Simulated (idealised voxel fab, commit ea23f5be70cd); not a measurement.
Proc. module: voxel released beams
Section cut is 255 nm wide and gridded with 5 nm square cells.
Reading order for cross-sections: top band down to bottom band. Underlying form: a grid of square cells. Band size: one or more rows of cells.
Each band's line starts with the height of the band's top and of its bottom, in nm. Then come its materials from left to right, each with its width in nm. One material with "all across" fills the band from edge to edge. "empty" is empty space.
Height 0 is the level under which the wafer as received is all one material. The lowest band goes on downwards, as in "from 0 down".
Quick explanation for "30->40": the width changes in equal steps down the rows of cells, from the first number in the band's top row to the second number in its bottom row.
Any step labelled "remained unchanged" changed none of the cells in the cross-section.
So "Closed voids list" is basically the list of trapped voids: any empty space of 8 cells or more that can't reach the top through an opening. They're written width x height at distance, the distance being from the left edge, and it's all nm.
Read whatever lies past the settings on a step's line as the simulator's own remark about the step.
Among the settings permitted on a step's line is "overlay nm"; applied to a step with a mask, it specifies the extent to which the mask lay to the right of its planned position, whereas a negative figure signifies a position to the left.

The following list gives the planned process steps:
1. RECEIVE (material Si)
2. CONFORMAL_DEP (material SiN; thk nm 10)
3. DIRECTIONAL_DEP (material SiO2; thk nm 10)
4. MASKED_ETCH (tone open; mask id ANCHOR; width nm 45; etch materials SiO2; depth nm 10; overlay nm 0)
5. CONFORMAL_DEP (material TiN; thk nm 15)
6. MASKED_ETCH (tone cover; mask id BEAM; width nm 120; etch materials TiN; depth nm 15; overlay nm 0)
7. STRIP (etch materials SiO2)

Cross-section of the wafer as it came to us, i.e., already through step 1:
- from 0 down: Si all across
- Closed voids list: none

Run as planned - first of the two wafers cross-sectioned at the end of the module:
- from 35 to 25: empty (65); TiN (20); empty (15); TiN (85); empty (70)
- from 25 to 20: empty (65); TiN (120); empty (70)
- from 20 to 10: empty (70); TiN (45); empty (140)
- from 10 to 0: SiN all across
- from 0 down: Si all across
- Closed voids list: none

Wafer two, sectioned after the module: the first wafer's start, the first wafer's plan, and one mistake in how it was run:
- from 35 to 20: empty (65); TiN (120); empty (70)
- from 20 to 10: SiN all across
- from 10 to 0: SiO2 all across
- from 0 down: Si all across
- Closed voids list: none
In executing the process, a mistake was made relative to the plan: the run placed steps 2 and 3 each in the position the plan gave to the other
Per the end-of-run cell counts, the second wafer holds more or fewer of some materials than the first: +102 SiO2 | -12 TiN
